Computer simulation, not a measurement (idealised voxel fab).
process module | voxel wiring stack
cross-section cut | 205 nm wide | cells 5 nm
A cross-section is a grid of square cells, given in bands from the top down. A band is one or more rows of cells.
Each band's line starts with the height of the band's top and of its bottom, in nm. Then come its materials from left to right, each with its width in nm. One material with "throughout" fills the band from edge to edge. "air" is empty space.
Height 0 is the level under which the wafer as received is all one material. The lowest band goes on downwards, as in "0 down".
A width such as "30 to 40" changes by the same amount from each row of cells to the next, from the band's top row to its bottom row.
"no change" after a step means that no cell of the cross-section changed.
closed voids: empty space of 8 cells or more with no open way to the top, each as width x height at its distance from the left edge, in nm
after a step's settings: what the simulator itself notes on the step
overlay nm, on a step with a mask: how far to the right of its planned place the mask lay; to the left if negative
plan
1 op RECEIVE | material Si
2 op CONFORMAL_DEP | material SiO2 | thk nm 10
3 op CONFORMAL_DEP | material SiCN | thk nm 5
4 op DIRECTIONAL_DEP | material lowk | thk nm 25
5 op DIRECTIONAL_DEP | material aC | thk nm 15
6 op PATTERN | tone open | mask id METAL_1 | material resist | width nm 20 | pitch nm 45 | thk nm 35 | overlay nm 0
7 op DIRECTIONAL_ETCH | etch materials aC | depth nm 15
8 op STRIP | etch materials resist
9 op DIRECTIONAL_ETCH | etch materials lowk | depth nm 25
10 op DIRECTIONAL_ETCH | etch materials SiCN | depth nm 5
11 op STRIP | etch materials aC
12 op CONFORMAL_DEP | material TiN | thk nm 5
13 op FILL_DEP | material Ru | thk nm 5
14 op CMP | height nm 40
15 op CONFORMAL_DEP | material SiCN | thk nm 5
16 op DIRECTIONAL_DEP | material lowk | thk nm 15
17 op DIRECTIONAL_DEP | material aC | thk nm 10
18 op PATTERN | tone open | mask id PLUG_1 | material resist | width nm 15 | thk nm 25 | overlay nm 0
19 op DIRECTIONAL_ETCH | etch materials aC | depth nm 10
20 op STRIP | etch materials resist
21 op DIRECTIONAL_ETCH | etch materials lowk | depth nm 15
22 op DIRECTIONAL_ETCH | etch materials SiCN | depth nm 5
23 op STRIP | etch materials aC
24 op CONFORMAL_DEP | material TiN | thk nm 5
25 op FILL_DEP | material Ru | thk nm 10
26 op CMP | height nm 60
27 op DIRECTIONAL_DEP | material TiN | thk nm 5
28 op DIRECTIONAL_DEP | material Ru | thk nm 20
29 op DIRECTIONAL_DEP | material aC | thk nm 10
30 op PATTERN | tone cover | mask id METAL_2 | material resist | width nm 20 | pitch nm 45 | thk nm 25 | overlay nm 0
31 op DIRECTIONAL_ETCH | etch materials aC | depth nm 10
32 op STRIP | etch materials resist
33 op DIRECTIONAL_ETCH | etch materials Ru | depth nm 20
34 op DIRECTIONAL_ETCH | etch materials TiN | depth nm 5
35 op STRIP | etch materials aC
36 op CONFORMAL_DEP | material SiCN | thk nm 5
37 op FILL_DEP | material lowk | thk nm 5
38 op CMP | height nm 85
39 op CONFORMAL_DEP | material SiCN | thk nm 5
40 op DIRECTIONAL_DEP | material lowk | thk nm 10
41 op PATTERN | tone open | mask id PLUG_2 | material resist | width nm 15 | pitch nm 45 | thk nm 15 | overlay nm 0
42 op DIRECTIONAL_ETCH | etch materials lowk | depth nm 10
43 op DIRECTIONAL_ETCH | etch materials SiCN | depth nm 5
44 op STRIP | etch materials resist
45 op CONFORMAL_DEP | material TiN | thk nm 5
46 op FILL_DEP | material Cu | thk nm 5
47 op CMP | height nm 100
48 op DIRECTIONAL_DEP | material TiN | thk nm 5
49 op DIRECTIONAL_DEP | material Ru | thk nm 15
50 op DIRECTIONAL_DEP | material aC | thk nm 15
51 op PATTERN | tone cover | mask id METAL_3 | material resist | width nm 20 | pitch nm 45 | thk nm 30 | overlay nm 0
52 op DIRECTIONAL_ETCH | etch materials aC | depth nm 15
53 op STRIP | etch materials resist
54 op DIRECTIONAL_ETCH | etch materials Ru | depth nm 15
55 op DIRECTIONAL_ETCH | etch materials TiN | depth nm 5
56 op STRIP | etch materials aC
57 op FILL_DEP | material lowk | thk nm 5
58 op CMP | height nm 120
59 op CONFORMAL_DEP | material SiN | thk nm 5
as received, after step 1
  0 down: Si throughout
  closed voids: none
a wafer at the end: this start, this plan, one mistake
  125 to 120: SiN throughout
  120 to 105: lowk 70 | Ru 20 | lowk 25 | Ru 20 | lowk 70
  105 to 100: lowk 70 | TiN 20 | lowk 25 | TiN 20 | lowk 70
  100 to 90: lowk 70 | TiN 5 | Cu 5 | TiN 5 | lowk 30 | TiN 5 | Cu 5 | TiN 5 | lowk 75
  90 to 85: SiCN 70 | TiN 15 | SiCN 30 | TiN 15 | SiCN 75
  85 to 65: lowk 65 | SiCN 5 | Ru 20 | SiCN 5 | lowk 15 | SiCN 5 | Ru 20 | SiCN 5 | lowk 65
  65 to 60: SiCN 70 | TiN 20 | SiCN 25 | TiN 20 | SiCN 70
  60 to 45: lowk 70 | TiN 5 | Ru 5 | TiN 5 | lowk 120
  45 to 40: SiCN 70 | TiN 15 | SiCN 120
  40 to 15: lowk 75 | Ru 10 | lowk 35 | Ru 10 | lowk 75
  15 to 10: SiCN 70 | lowk 20 | SiCN 25 | lowk 20 | SiCN 70
  10 to 0: SiO2 throughout
  0 down: Si throughout
  closed voids: none
what went wrong: step 12 ran as: op CONFORMAL_DEP | material lowk | thk nm 5
